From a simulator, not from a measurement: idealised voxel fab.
process module | voxel ribs on slabs
cross-section cut | 235 nm wide | cells 5 nm
A cross-section is a grid of square cells, given in bands from the top down. A band is one or more rows of cells.
Each band's line starts with the height of the band's top and of its bottom, in nm. Then come its materials from left to right, each with its width in nm. One material with "throughout" fills the band from edge to edge. "air" is empty space.
Height 0 is the level under which the wafer as received is all one material. The lowest band goes on downwards, as in "0 down".
A width such as "30 to 40" changes by the same amount from each row of cells to the next, from the band's top row to its bottom row.
"no change" after a step means that no cell of the cross-section changed.
closed voids: empty space of 8 cells or more with no open way to the top, each as width x height at its distance from the left edge, in nm
after a step's settings: what the simulator itself notes on the step
overlay nm, on a step with a mask: how far to the right of its planned place the mask lay; to the left if negative
plan
1 op RECEIVE | material Si
2 op DIRECTIONAL_DEP | material SiO2 | thk nm 25
3 op DIRECTIONAL_DEP | material polySi | thk nm 20
4 op DIRECTIONAL_DEP | material aC | thk nm 10
5 op PATTERN | tone cover | mask id RIB | material resist | width nm 30 | thk nm 25 | overlay nm 0
6 op DIRECTIONAL_ETCH | etch materials aC | depth nm 10
7 op STRIP | etch materials resist
8 op DIRECTIONAL_ETCH | etch materials polySi | depth nm 10
9 op STRIP | etch materials aC
10 op MASKED_ETCH | tone cover | mask id SLAB | width nm 80 | etch materials polySi | depth nm 10 | overlay nm 0
11 op FILL_DEP | material SiO2 | thk nm 25
12 op CMP | height nm 60
13 op DIRECTIONAL_DEP | material TiN | thk nm 5
14 op PATTERN | tone cover | mask id HEATER | material resist | width nm 40 | thk nm 15 | overlay nm 0
15 op DIRECTIONAL_ETCH | etch materials TiN | depth nm 5
16 op STRIP | etch materials resist
17 op CONFORMAL_DEP | material SiO2 | thk nm 5
as received, after step 1
  0 down: Si throughout
  closed voids: none
first wafer at the end, as planned
  70 to 65: air 90 | SiO2 50 | air 95
  65 to 60: SiO2 95 | TiN 40 | SiO2 100
  60 to 45: SiO2 throughout
  45 to 35: SiO2 100 | polySi 30 | SiO2 105
  35 to 25: SiO2 75 | polySi 80 | SiO2 80
  25 to 0: SiO2 throughout
  0 down: Si throughout
  closed voids: none
second wafer at the end: like start, like plan, one mistake
  70 to 65: air 90 | SiO2 55 | air 90
  65 to 60: SiO2 95 | TiN 45 | SiO2 95
  60 to 45: SiO2 throughout
  45 to 35: SiO2 100 | polySi 30 | SiO2 105
  35 to 25: SiO2 75 | polySi 80 | SiO2 80
  25 to 0: SiO2 throughout
  0 down: Si throughout
  closed voids: none
what went wrong: step 14 ran as: op PATTERN | tone cover | mask id HEATER | material resist | width nm 45 | thk nm 15 | overlay nm 0
at the end the second wafer has, in cells: 1 more of TiN
